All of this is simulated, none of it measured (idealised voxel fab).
Presented below is a process module, voxel released beams.
We display cut, a cross-section 250 nm in width whose square cells are each 5 nm.
Bands, listed from the top down, are how a cross-section gets written in this document; the cross-section itself is a grid of square cells, and a band is one or more rows of them.
Heads up on the band format: heights come first, top then bottom, in nm. After that it's the materials left to right, each with its width in nm. A single material flagged "all across" fills the whole band edge to edge, and "empty" means there's empty space there.
Below 0: as-received wafer, all one material; heights counted from there. Lowest band: no bottom, goes on down, written "0 and below".
So if you see something like "30->40" for the width, read it as the top row of the band sitting at the first number and the bottom row at the second, with every row in between moving by the same amount as the last.
It should be understood that the words "nothing got changed", when stated for a given step, signify that the cross-section underwent no change in any of its cells during that step.
Any empty space of 8 cells or more lacking an open way to the top shows up in "Enclosed void entries" as width x height at distance, distance from the left edge, in nm.
after a step's settings: what the simulator itself notes on the step
"overlay nm" denotes, for a step that has a mask, the displacement of the mask to the right of its planned place, with negative values corresponding to the left.
## Process steps (planned)
- 1: RECEIVE [material Si]
- 2: CONFORMAL_DEP [material Al2O3] [thk nm 5]
- 3: DIRECTIONAL_DEP [material SiO2] [thk nm 20]
- 4: PATTERN [tone open] [mask id ANCHOR] [material resist] [width nm 45] [thk nm 15] [overlay nm 0]
- 5: DIRECTIONAL_ETCH [etch materials SiO2] [depth nm 20]
- 6: STRIP [etch materials resist]
- 7: CONFORMAL_DEP [material SiN] [thk nm 15]
- 8: DIRECTIONAL_DEP [material aC] [thk nm 10]
- 9: PATTERN [tone cover] [mask id BEAM] [material resist] [width nm 105] [thk nm 30] [overlay nm 0]
- 10: DIRECTIONAL_ETCH [etch materials aC] [depth nm 10]
- 11: STRIP [etch materials resist]
- 12: DIRECTIONAL_ETCH [etch materials SiN] [depth nm 15]
- 13: STRIP [etch materials aC]
- 14: STRIP [etch materials SiO2]
## Cross-section of the wafer as it came to us, i.e., already through step 1
0 and below = Si all across
Enclosed void entries: none
## End state of the module in cross-section, given the above starting point and plan and one mistake in execution
55 down to 40 = 70 of empty | 105 of SiN | 75 of empty
40 down to 25 = SiN all across
25 down to 5 = 75 of SiO2 | 45 of SiN | 130 of SiO2
5 down to 0 = Al2O3 all across
0 and below = Si all across
Enclosed void entries: none
Nonconformance to the process plan: step 7, plan: ran twice
